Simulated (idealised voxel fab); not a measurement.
The following process module bears the name voxel local oxidation.
For reference, the cross-section in this document is cut, with width 230 nm and square cells of 5 nm.
Cross-section, as written here: a square-cell grid given band by band from the top down, where a band holds one or more rows of cells. The band entry comprises the height of the band's top followed by the height of its bottom, expressed in nm, and subsequently the band's materials from left to right, each stated together with its width in nm. Where a single material is marked with the word "everywhere", that material fills the band from edge to edge. The word "empty" represents empty space. Where do heights start? At 0: under that level the wafer as delivered is made of one material only. And the lowest band has no floor; it just carries on downward, as in "0 and below". Quick explanation for "30 to 40": the width changes in equal steps down the rows of cells, from the first number in the band's top row to the second number in its bottom row. Any step labelled "everything unchanged" changed none of the cells in the cross-section. Look at "Sealed void list" for the closed voids: empty spaces with no open path to the top, sized 8 cells or up. Each is width x height at distance, distance from the left edge, all nm. What comes after the settings on a step's line is commentary from the simulator itself on that step. overlay nm: how far to the right of its planned place the mask lay on this masked step (negative: to the left).

**Planned step list for the process**
1. RECEIVE with material Si
2. CONFORMAL_DEP with material SiO2, thk nm 5
3. CONFORMAL_DEP with material SiN, thk nm 15
4. DIRECTIONAL_DEP with material aC, thk nm 15
5. PATTERN with tone cover, mask id ACTIVE, material resist, width nm 120, thk nm 30, overlay nm 0
6. DIRECTIONAL_ETCH with etch materials aC, depth nm 15
7. STRIP with etch materials resist
8. DIRECTIONAL_ETCH with etch materials SiN, depth nm 15
9. STRIP with etch materials aC
10. SELECTIVE_ETCH with etch materials SiO2, depth nm 5
11. OXIDIZE with depth nm 15
12. STRIP with etch materials SiN

**What follows covers the first of two wafers; it ran as planned**

**Cross-section of the wafer upon arrival, representing the state reached after step 1**
> 0 and below: Si everywhere
> Sealed void list: none

**After step 2, in cross-section**
> 5 down to 0: SiO2 everywhere
> All layers under 0 are left as they were.

**After step 3, in cross-section**
> 20 down to 5: SiN everywhere
> All layers under 5 are left as they were.

**After step 4, in cross-section**
> 35 down to 20: aC everywhere
> All layers under 20 are left as they were.

**After step 5, in cross-section**
> 65 down to 35: 55 of empty  120 of resist  55 of empty
> All layers under 35 are left as they were.

**After step 6, in cross-section**
> 50 down to 35: 55 of empty  120 of resist  55 of empty
> 35 down to 20: 55 of empty  120 of aC  55 of empty
> All layers under 20 are left as they were.

**After step 7, in cross-section**
> 35 down to 20: 55 of empty  120 of aC  55 of empty
> All layers under 20 are left as they were.

**After step 8, in cross-section**
> 35 down to 20: 55 of empty  120 of aC  55 of empty
> 20 down to 5: 55 of empty  120 of SiN  55 of empty
> All layers under 5 are left as they were.

**After step 9, in cross-section**
> 20 down to 5: 55 of empty  120 of SiN  55 of empty
> All layers under 5 are left as they were.

**After step 10, in cross-section**
> 20 down to 5: 55 of empty  120 of SiN  55 of empty
> 5 down to 0: 60 of empty  110 of SiO2  60 of empty
> All layers under 0 are left as they were.

**After step 11, in cross-section**
> 20 down to 5: 55 of empty  120 of SiN  55 of empty
> 5 down to 0: 60 of empty  110 of SiO2  60 of empty
> 0 down to -15: 75 of SiO2  80 of Si  75 of SiO2
> All layers under -15 are left as they were.

**After step 12, in cross-section**
> 5 down to 0: 60 of empty  110 of SiO2  60 of empty
> All layers under 0 are left as they were.

**Wafer two of two - same starting point, same process plan, one mistake in execution; matches wafer one up to and including step 5**

**Cross-section of the second wafer corresponding to the planned conclusion of step 6**
> 35 down to 20: 55 of empty  120 of aC  55 of empty
> All layers under 20 are left as they were.

Cross-section of the second wafer corresponding to the planned conclusion of step 7: everything unchanged

**Cross-section of the second wafer corresponding to the planned conclusion of step 8**
> 35 down to 20: 55 of empty  120 of aC  55 of empty
> 20 down to 5: 55 of empty  120 of SiN  55 of empty
> All layers under 5 are left as they were.

**Cross-section of the second wafer corresponding to the planned conclusion of step 9**
> 20 down to 5: 55 of empty  120 of SiN  55 of empty
> All layers under 5 are left as they were.

**Cross-section of the second wafer corresponding to the planned conclusion of step 10**
> 20 down to 5: 55 of empty  120 of SiN  55 of empty
> 5 down to 0: 60 of empty  110 of SiO2  60 of empty
> All layers under 0 are left as they were.

**Cross-section of the second wafer corresponding to the planned conclusion of step 11**
> 20 down to 5: 55 of empty  120 of SiN  55 of empty
> 5 down to 0: 60 of empty  110 of SiO2  60 of empty
> 0 down to -15: 75 of SiO2  80 of Si  75 of SiO2
> All layers under -15 are left as they were.

**Cross-section of the second wafer corresponding to the planned conclusion of step 12**
> 5 down to 0: 60 of empty  110 of SiO2  60 of empty
> All layers under 0 are left as they were.
What went wrong in running the wafer? step 6 of the plan was performed twice
It should be noted that the final cross-sections of the two wafers coincide, and the mistake therefore has no effect on the output of this model.
